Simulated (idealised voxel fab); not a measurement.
process module | voxel wiring stack
Pictured: cross-section cut, 175 nm wide, on a grid of 5 nm square cells.
A cross-section is a grid of square cells, given in bands from the top down. A band is one or more rows of cells.
Each band's line starts with the height of the band's top and of its bottom, in nm. Then come its materials from left to right, each with its width in nm. One material with "full width" fills the band from edge to edge. "empty" is empty space.
Ref level 0: as-received wafer is one material below here. Bottom band extends down with no lower bound ("0 down").
Width spec "30->40" -> top row of cells at first value, bottom row at second value, equal per-row change in between.
Take "no change" at face value: in the step it is given for, the cross-section changed in none of its cells.
Each empty space that has no open way to the top and spans at least 8 cells appears under "closed voids" as width x height at distance, the distance counted from the left edge, all in nm.
What comes after the settings on a step's line is commentary from the simulator itself on that step.
You can add "overlay nm" to a step's line. For a step with a mask, it describes how far the mask lay to the right of its planned position, and a negative number describes a lay to the left.
The steps planned for the process are as follows:
- 1: RECEIVE with material Si
- 2: CONFORMAL_DEP with material SiO2, thk nm 15
- 3: DIRECTIONAL_DEP with material TiN, thk nm 5
- 4: DIRECTIONAL_DEP with material Ru, thk nm 20
- 5: PATTERN with tone cover, mask id METAL_1, material resist, width nm 25, pitch nm 50, thk nm 20, overlay nm 0
- 6: DIRECTIONAL_ETCH with etch materials Ru, depth nm 20
- 7: DIRECTIONAL_ETCH with etch materials TiN, depth nm 5
- 8: STRIP with etch materials resist
- 9: CONFORMAL_DEP with material SiN, thk nm 5
- 10: FILL_DEP with material lowk, thk nm 10
- 11: CMP with height nm 40
- 12: CONFORMAL_DEP with material SiCN, thk nm 5
- 13: DIRECTIONAL_DEP with material lowk, thk nm 30
- 14: PATTERN with tone open, mask id METAL_2, material resist, width nm 25, pitch nm 50, thk nm 15, overlay nm 0
- 15: DIRECTIONAL_ETCH with etch materials lowk, depth nm 15
- 16: STRIP with etch materials resist
- 17: DIRECTIONAL_DEP with material aC, thk nm 15
- 18: PATTERN with tone open, mask id METAL_2_HOLES, material resist, width nm 15, pitch nm 50, thk nm 35, overlay nm 0
- 19: DIRECTIONAL_ETCH with etch materials aC, depth nm 15
- 20: STRIP with etch materials resist
- 21: DIRECTIONAL_ETCH with etch materials lowk, depth nm 15
- 22: DIRECTIONAL_ETCH with etch materials SiCN, depth nm 5
- 23: STRIP with etch materials aC
- 24: CONFORMAL_DEP with material TiN, thk nm 5
- 25: FILL_DEP with material Cu, thk nm 5
- 26: CMP with height nm 75
- 27: CONFORMAL_DEP with material SiCN, thk nm 5
First wafer out of two, processed as planned:
Cross-sectional view of the wafer in its as-received condition, corresponding to the state after step 1:
- 0 down  Si full width
- closed voids: none
Cross-sectional representation of the wafer at the conclusion of step 2:
- 15 to 0  SiO2 full width
- Anything lower than 0 is untouched.
Cross-sectional representation of the wafer at the conclusion of step 3:
- 20 to 15  TiN full width
- Anything lower than 15 is untouched.
Cross-sectional representation of the wafer at the conclusion of step 4:
- 40 to 20  Ru full width
- Anything lower than 20 is untouched.
Cross-sectional representation of the wafer at the conclusion of step 5:
- 60 to 40  25 empty; 25 resist; 25 empty; 25 resist; 25 empty; 25 resist; 25 empty
- Anything lower than 40 is untouched.
Cross-sectional representation of the wafer at the conclusion of step 6:
- 60 to 40  25 empty; 25 resist; 25 empty; 25 resist; 25 empty; 25 resist; 25 empty
- 40 to 20  25 empty; 25 Ru; 25 empty; 25 Ru; 25 empty; 25 Ru; 25 empty
- Anything lower than 20 is untouched.
Cross-sectional representation of the wafer at the conclusion of step 7:
- 60 to 40  25 empty; 25 resist; 25 empty; 25 resist; 25 empty; 25 resist; 25 empty
- 40 to 20  25 empty; 25 Ru; 25 empty; 25 Ru; 25 empty; 25 Ru; 25 empty
- 20 to 15  25 empty; 25 TiN; 25 empty; 25 TiN; 25 empty; 25 TiN; 25 empty
- Anything lower than 15 is untouched.
Cross-sectional representation of the wafer at the conclusion of step 8:
- 40 to 20  25 empty; 25 Ru; 25 empty; 25 Ru; 25 empty; 25 Ru; 25 empty
- Anything lower than 20 is untouched.
Cross-sectional representation of the wafer at the conclusion of step 9:
- 45 to 40  20 empty; 35 SiN; 15 empty; 35 SiN; 15 empty; 35 SiN; 20 empty
- 40 to 20  20 empty; 5 SiN; 25 Ru; 5 SiN; 15 empty; 5 SiN; 25 Ru; 5 SiN; 15 empty; 5 SiN; 25 Ru; 5 SiN; 20 empty
- 20 to 15  25 SiN; 25 TiN; 25 SiN; 25 TiN; 25 SiN; 25 TiN; 25 SiN
- Anything lower than 15 is untouched.
Cross-sectional representation of the wafer at the conclusion of step 10:
- 55 to 45  lowk full width
- 45 to 40  20 lowk; 35 SiN; 15 lowk; 35 SiN; 15 lowk; 35 SiN; 20 lowk
- 40 to 20  20 lowk; 5 SiN; 25 Ru; 5 SiN; 15 lowk; 5 SiN; 25 Ru; 5 SiN; 15 lowk; 5 SiN; 25 Ru; 5 SiN; 20 lowk
- Anything lower than 20 is untouched.
Cross-sectional representation of the wafer at the conclusion of step 11:
- 40 to 20  20 lowk; 5 SiN; 25 Ru; 5 SiN; 15 lowk; 5 SiN; 25 Ru; 5 SiN; 15 lowk; 5 SiN; 25 Ru; 5 SiN; 20 lowk
- Anything lower than 20 is untouched.
Cross-sectional representation of the wafer at the conclusion of step 12:
- 45 to 40  SiCN full width
- Anything lower than 40 is untouched.
Cross-sectional representation of the wafer at the conclusion of step 13:
- 75 to 45  lowk full width
- Anything lower than 45 is untouched.
Cross-sectional representation of the wafer at the conclusion of step 14:
- 90 to 75  25 resist; 25 empty; 25 resist; 25 empty; 25 resist; 25 empty; 25 resist
- Anything lower than 75 is untouched.
Cross-sectional representation of the wafer at the conclusion of step 15:
- 90 to 75  25 resist; 25 empty; 25 resist; 25 empty; 25 resist; 25 empty; 25 resist
- 75 to 60  25 lowk; 25 empty; 25 lowk; 25 empty; 25 lowk; 25 empty; 25 lowk
- Anything lower than 60 is untouched.
Cross-sectional representation of the wafer at the conclusion of step 16:
- 75 to 60  25 lowk; 25 empty; 25 lowk; 25 empty; 25 lowk; 25 empty; 25 lowk
- Anything lower than 60 is untouched.
Cross-sectional representation of the wafer at the conclusion of step 17:
- 90 to 75  25 aC; 25 empty; 25 aC; 25 empty; 25 aC; 25 empty; 25 aC
- 75 to 60  25 lowk; 25 aC; 25 lowk; 25 aC; 25 lowk; 25 aC; 25 lowk
- Anything lower than 60 is untouched.
Cross-sectional representation of the wafer at the conclusion of step 18:
- 125 to 90  25 resist; 15 empty; 35 resist; 15 empty; 35 resist; 15 empty; 35 resist
- 90 to 75  25 aC; 15 empty; 10 resist; 25 aC; 15 empty; 10 resist; 25 aC; 15 empty; 10 resist; 25 aC
- Anything lower than 75 is untouched.
Cross-sectional representation of the wafer at the conclusion of step 19:
- 110 to 90  25 resist; 15 empty; 35 resist; 15 empty; 35 resist; 15 empty; 35 resist
- 90 to 75  25 aC; 15 empty; 10 resist; 25 aC; 15 empty; 10 resist; 25 aC; 15 empty; 10 resist; 25 aC
- 75 to 60  25 lowk; 15 empty; 10 aC; 25 lowk; 15 empty; 10 aC; 25 lowk; 15 empty; 10 aC; 25 lowk
- Anything lower than 60 is untouched.
Cross-sectional representation of the wafer at the conclusion of step 20:
- 90 to 75  25 aC; 25 empty; 25 aC; 25 empty; 25 aC; 25 empty; 25 aC
- Anything lower than 75 is untouched.
Cross-sectional representation of the wafer at the conclusion of step 21:
- 90 to 75  25 aC; 25 empty; 25 aC; 25 empty; 25 aC; 25 empty; 25 aC
- 75 to 60  25 lowk; 15 empty; 10 aC; 25 lowk; 15 empty; 10 aC; 25 lowk; 15 empty; 10 aC; 25 lowk
- 60 to 45  25 lowk; 15 empty; 35 lowk; 15 empty; 35 lowk; 15 empty; 35 lowk
- Anything lower than 45 is untouched.
Cross-sectional representation of the wafer at the conclusion of step 22:
- 90 to 75  25 aC; 25 empty; 25 aC; 25 empty; 25 aC; 25 empty; 25 aC
- 75 to 60  25 lowk; 15 empty; 10 aC; 25 lowk; 15 empty; 10 aC; 25 lowk; 15 empty; 10 aC; 25 lowk
- 60 to 45  25 lowk; 15 empty; 35 lowk; 15 empty; 35 lowk; 15 empty; 35 lowk
- 45 to 40  25 SiCN; 15 empty; 35 SiCN; 15 empty; 35 SiCN; 15 empty; 35 SiCN
- Anything lower than 40 is untouched.
Cross-sectional representation of the wafer at the conclusion of step 23:
- 75 to 60  25 lowk; 25 empty; 25 lowk; 25 empty; 25 lowk; 25 empty; 25 lowk
- Anything lower than 60 is untouched.
Cross-sectional representation of the wafer at the conclusion of step 24:
- 80 to 75  30 TiN; 15 empty; 35 TiN; 15 empty; 35 TiN; 15 empty; 30 TiN
- 75 to 65  25 lowk; 5 TiN; 15 empty; 5 TiN; 25 lowk; 5 TiN; 15 empty; 5 TiN; 25 lowk; 5 TiN; 15 empty; 5 TiN; 25 lowk
- 65 to 60  25 lowk; 5 TiN; 5 empty; 15 TiN; 25 lowk; 5 TiN; 5 empty; 15 TiN; 25 lowk; 5 TiN; 5 empty; 15 TiN; 25 lowk
- 60 to 45  25 lowk; 5 TiN; 5 empty; 5 TiN; 35 lowk; 5 TiN; 5 empty; 5 TiN; 35 lowk; 5 TiN; 5 empty; 5 TiN; 35 lowk
- 45 to 40  25 SiCN; 15 TiN; 35 SiCN; 15 TiN; 35 SiCN; 15 TiN; 35 SiCN
- Anything lower than 40 is untouched.
Cross-sectional representation of the wafer at the conclusion of step 25:
- 85 to 80  Cu full width
- 80 to 75  30 TiN; 15 Cu; 35 TiN; 15 Cu; 35 TiN; 15 Cu; 30 TiN
- 75 to 65  25 lowk; 5 TiN; 15 Cu; 5 TiN; 25 lowk; 5 TiN; 15 Cu; 5 TiN; 25 lowk; 5 TiN; 15 Cu; 5 TiN; 25 lowk
- 65 to 60  25 lowk; 5 TiN; 5 Cu; 15 TiN; 25 lowk; 5 TiN; 5 Cu; 15 TiN; 25 lowk; 5 TiN; 5 Cu; 15 TiN; 25 lowk
- 60 to 45  25 lowk; 5 TiN; 5 Cu; 5 TiN; 35 lowk; 5 TiN; 5 Cu; 5 TiN; 35 lowk; 5 TiN; 5 Cu; 5 TiN; 35 lowk
- Anything lower than 45 is untouched.
Cross-sectional representation of the wafer at the conclusion of step 26:
- 75 to 65  25 lowk; 5 TiN; 15 Cu; 5 TiN; 25 lowk; 5 TiN; 15 Cu; 5 TiN; 25 lowk; 5 TiN; 15 Cu; 5 TiN; 25 lowk
- Anything lower than 65 is untouched.
Cross-sectional representation of the wafer at the conclusion of step 27:
- 80 to 75  SiCN full width
- Anything lower than 75 is untouched.
The Second Wafer: Common Origin and Plan, One Mistake in Execution, Identical to the First Through Step 4:
Cross-section, second wafer, at the end time the plan gives for step 5:
- 60 to 40  25 resist; 25 empty; 25 resist; 25 empty; 25 resist; 25 empty; 25 resist
- Anything lower than 40 is untouched.
Cross-section, second wafer, at the end time the plan gives for step 6:
- 60 to 40  25 resist; 25 empty; 25 resist; 25 empty; 25 resist; 25 empty; 25 resist
- 40 to 20  25 Ru; 25 empty; 25 Ru; 25 empty; 25 Ru; 25 empty; 25 Ru
- Anything lower than 20 is untouched.
Cross-section, second wafer, at the end time the plan gives for step 7:
- 60 to 40  25 resist; 25 empty; 25 resist; 25 empty; 25 resist; 25 empty; 25 resist
- 40 to 20  25 Ru; 25 empty; 25 Ru; 25 empty; 25 Ru; 25 empty; 25 Ru
- 20 to 15  25 TiN; 25 empty; 25 TiN; 25 empty; 25 TiN; 25 empty; 25 TiN
- Anything lower than 15 is untouched.
Cross-section, second wafer, at the end time the plan gives for step 8:
- 40 to 20  25 Ru; 25 empty; 25 Ru; 25 empty; 25 Ru; 25 empty; 25 Ru
- Anything lower than 20 is untouched.
Cross-section, second wafer, at the end time the plan gives for step 9:
- 45 to 40  30 SiN; 15 empty; 35 SiN; 15 empty; 35 SiN; 15 empty; 30 SiN
- 40 to 20  25 Ru; 5 SiN; 15 empty; 5 SiN; 25 Ru; 5 SiN; 15 empty; 5 SiN; 25 Ru; 5 SiN; 15 empty; 5 SiN; 25 Ru
- 20 to 15  25 TiN; 25 SiN; 25 TiN; 25 SiN; 25 TiN; 25 SiN; 25 TiN
- Anything lower than 15 is untouched.
Cross-section, second wafer, at the end time the plan gives for step 10:
- 55 to 45  lowk full width
- 45 to 40  30 SiN; 15 lowk; 35 SiN; 15 lowk; 35 SiN; 15 lowk; 30 SiN
- 40 to 20  25 Ru; 5 SiN; 15 lowk; 5 SiN; 25 Ru; 5 SiN; 15 lowk; 5 SiN; 25 Ru; 5 SiN; 15 lowk; 5 SiN; 25 Ru
- Anything lower than 20 is untouched.
Cross-section, second wafer, at the end time the plan gives for step 11:
- 40 to 20  25 Ru; 5 SiN; 15 lowk; 5 SiN; 25 Ru; 5 SiN; 15 lowk; 5 SiN; 25 Ru; 5 SiN; 15 lowk; 5 SiN; 25 Ru
- Anything lower than 20 is untouched.
Cross-section, second wafer, at the end time the plan gives for step 12:
- 45 to 40  SiCN full width
- Anything lower than 40 is untouched.
Cross-section, second wafer, at the end time the plan gives for step 13:
- 75 to 45  lowk full width
- Anything lower than 45 is untouched.
Cross-section, second wafer, at the end time the plan gives for step 14:
- 90 to 75  25 resist; 25 empty; 25 resist; 25 empty; 25 resist; 25 empty; 25 resist
- Anything lower than 75 is untouched.
Cross-section, second wafer, at the end time the plan gives for step 15:
- 90 to 75  25 resist; 25 empty; 25 resist; 25 empty; 25 resist; 25 empty; 25 resist
- 75 to 60  25 lowk; 25 empty; 25 lowk; 25 empty; 25 lowk; 25 empty; 25 lowk
- Anything lower than 60 is untouched.
Cross-section, second wafer, at the end time the plan gives for step 16:
- 75 to 60  25 lowk; 25 empty; 25 lowk; 25 empty; 25 lowk; 25 empty; 25 lowk
- Anything lower than 60 is untouched.
Cross-section, second wafer, at the end time the plan gives for step 17:
- 90 to 75  25 aC; 25 empty; 25 aC; 25 empty; 25 aC; 25 empty; 25 aC
- 75 to 60  25 lowk; 25 aC; 25 lowk; 25 aC; 25 lowk; 25 aC; 25 lowk
- Anything lower than 60 is untouched.
Cross-section, second wafer, at the end time the plan gives for step 18:
- 125 to 90  25 resist; 15 empty; 35 resist; 15 empty; 35 resist; 15 empty; 35 resist
- 90 to 75  25 aC; 15 empty; 10 resist; 25 aC; 15 empty; 10 resist; 25 aC; 15 empty; 10 resist; 25 aC
- Anything lower than 75 is untouched.
Cross-section, second wafer, at the end time the plan gives for step 19:
- 110 to 90  25 resist; 15 empty; 35 resist; 15 empty; 35 resist; 15 empty; 35 resist
- 90 to 75  25 aC; 15 empty; 10 resist; 25 aC; 15 empty; 10 resist; 25 aC; 15 empty; 10 resist; 25 aC
- 75 to 60  25 lowk; 15 empty; 10 aC; 25 lowk; 15 empty; 10 aC; 25 lowk; 15 empty; 10 aC; 25 lowk
- Anything lower than 60 is untouched.
Cross-section, second wafer, at the end time the plan gives for step 20:
- 90 to 75  25 aC; 25 empty; 25 aC; 25 empty; 25 aC; 25 empty; 25 aC
- Anything lower than 75 is untouched.
Cross-section, second wafer, at the end time the plan gives for step 21:
- 90 to 75  25 aC; 25 empty; 25 aC; 25 empty; 25 aC; 25 empty; 25 aC
- 75 to 60  25 lowk; 15 empty; 10 aC; 25 lowk; 15 empty; 10 aC; 25 lowk; 15 empty; 10 aC; 25 lowk
- 60 to 45  25 lowk; 15 empty; 35 lowk; 15 empty; 35 lowk; 15 empty; 35 lowk
- Anything lower than 45 is untouched.
Cross-section, second wafer, at the end time the plan gives for step 22:
- 90 to 75  25 aC; 25 empty; 25 aC; 25 empty; 25 aC; 25 empty; 25 aC
- 75 to 60  25 lowk; 15 empty; 10 aC; 25 lowk; 15 empty; 10 aC; 25 lowk; 15 empty; 10 aC; 25 lowk
- 60 to 45  25 lowk; 15 empty; 35 lowk; 15 empty; 35 lowk; 15 empty; 35 lowk
- 45 to 40  25 SiCN; 15 empty; 35 SiCN; 15 empty; 35 SiCN; 15 empty; 35 SiCN
- Anything lower than 40 is untouched.
Cross-section, second wafer, at the end time the plan gives for step 23:
- 75 to 60  25 lowk; 25 empty; 25 lowk; 25 empty; 25 lowk; 25 empty; 25 lowk
- Anything lower than 60 is untouched.
Cross-section, second wafer, at the end time the plan gives for step 24:
- 80 to 75  30 TiN; 15 empty; 35 TiN; 15 empty; 35 TiN; 15 empty; 30 TiN
- 75 to 65  25 lowk; 5 TiN; 15 empty; 5 TiN; 25 lowk; 5 TiN; 15 empty; 5 TiN; 25 lowk; 5 TiN; 15 empty; 5 TiN; 25 lowk
- 65 to 60  25 lowk; 5 TiN; 5 empty; 15 TiN; 25 lowk; 5 TiN; 5 empty; 15 TiN; 25 lowk; 5 TiN; 5 empty; 15 TiN; 25 lowk
- 60 to 45  25 lowk; 5 TiN; 5 empty; 5 TiN; 35 lowk; 5 TiN; 5 empty; 5 TiN; 35 lowk; 5 TiN; 5 empty; 5 TiN; 35 lowk
- 45 to 40  25 SiCN; 15 TiN; 35 SiCN; 15 TiN; 35 SiCN; 15 TiN; 35 SiCN
- Anything lower than 40 is untouched.
Cross-section, second wafer, at the end time the plan gives for step 25:
- 85 to 80  Cu full width
- 80 to 75  30 TiN; 15 Cu; 35 TiN; 15 Cu; 35 TiN; 15 Cu; 30 TiN
- 75 to 65  25 lowk; 5 TiN; 15 Cu; 5 TiN; 25 lowk; 5 TiN; 15 Cu; 5 TiN; 25 lowk; 5 TiN; 15 Cu; 5 TiN; 25 lowk
- 65 to 60  25 lowk; 5 TiN; 5 Cu; 15 TiN; 25 lowk; 5 TiN; 5 Cu; 15 TiN; 25 lowk; 5 TiN; 5 Cu; 15 TiN; 25 lowk
- 60 to 45  25 lowk; 5 TiN; 5 Cu; 5 TiN; 35 lowk; 5 TiN; 5 Cu; 5 TiN; 35 lowk; 5 TiN; 5 Cu; 5 TiN; 35 lowk
- Anything lower than 45 is untouched.
Cross-section, second wafer, at the end time the plan gives for step 26:
- 75 to 65  25 lowk; 5 TiN; 15 Cu; 5 TiN; 25 lowk; 5 TiN; 15 Cu; 5 TiN; 25 lowk; 5 TiN; 15 Cu; 5 TiN; 25 lowk
- Anything lower than 65 is untouched.
Cross-section, second wafer, at the end time the plan gives for step 27:
- 80 to 75  SiCN full width
- Anything lower than 75 is untouched.
what went wrong: contrary to plan, step 5 was performed as PATTERN with tone open, mask id METAL_1, material resist, width nm 25, pitch nm 50, thk nm 20, overlay nm 0
Upon completion, the second wafer contains, in terms of cells, a greater or smaller amount of certain materials than the first wafer: Ru: 20 more | SiN: 5 fewer | TiN: 5 more | lowk: 20 fewer
